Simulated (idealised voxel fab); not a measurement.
This section sets out a process module, namely voxel released beams.
cross-section cut | 165 nm wide | cells 5 nm
Cross-section spec: square-cell grid; bands listed top down; each band is one or more rows.
What a band's entry tells you: where the top is and where the bottom is, as heights in nm, and after that what lies inside, material by material from left to right, each with its width in nm. Empty space is written as the word "blank", and a single material marked with the word "everywhere" occupies the band from edge to edge.
A quick word on heights: they are counted from 0, and under that level the wafer as it came to us is one material throughout. The lowest band is different from the rest in having no bottom; it simply continues downward, written as in "0..down".
Read "30->40" as a graded width: first number on top, second number at the bottom, same change between each pair of neighbouring rows.
Key: "stayed the same" - step with no changed cell in the cross-section.
Entry "Closed void catalog". Content: empty spaces with no open connection to the top, size 8 cells or greater. Each: width x height at distance. Distance: from left edge. Unit: nm.
Read whatever lies past the settings on a step's line as the simulator's own remark about the step.
overlay nm: right-of-plan distance of the mask on a masked step; negative values mean left-of-plan.

PLAN
step 1: RECEIVE (material Si)
step 2: CONFORMAL_DEP (material SiN; thk nm 10)
step 3: DIRECTIONAL_DEP (material SiO2; thk nm 20)
step 4: PATTERN (tone open; mask id ANCHOR; material resist; width nm 30; thk nm 20; overlay nm 0)
step 5: DIRECTIONAL_ETCH (etch materials SiO2; depth nm 20)
step 6: STRIP (etch materials resist)
step 7: CONFORMAL_DEP (material TiN; thk nm 10)
step 8: MASKED_ETCH (tone cover; mask id BEAM; width nm 115; etch materials TiN; depth nm 10; overlay nm 0)
step 9: STRIP (etch materials SiO2)

HERE'S WHAT THE WAFER LOOKED LIKE IN CROSS-SECTION WHEN IT ARRIVED - THAT'S AFTER STEP 1
* 0..down | Si everywhere
* Closed void catalog: none

HERE'S THE WAFER CUT IN CROSS-SECTION AFTER THE MODULE, STARTED AND PLANNED JUST LIKE ABOVE, EXCEPT ONE THING WAS DONE WRONG IN THE RUN
* 40..30 | blank=20 / TiN=115 / blank=30
* 30..20 | SiN everywhere
* 20..0 | SiO2 everywhere
* 0..down | Si everywhere
* Closed void catalog: none
Short version of what went wrong: step 3 occupied the plan position of step 2, and the converse holds as well
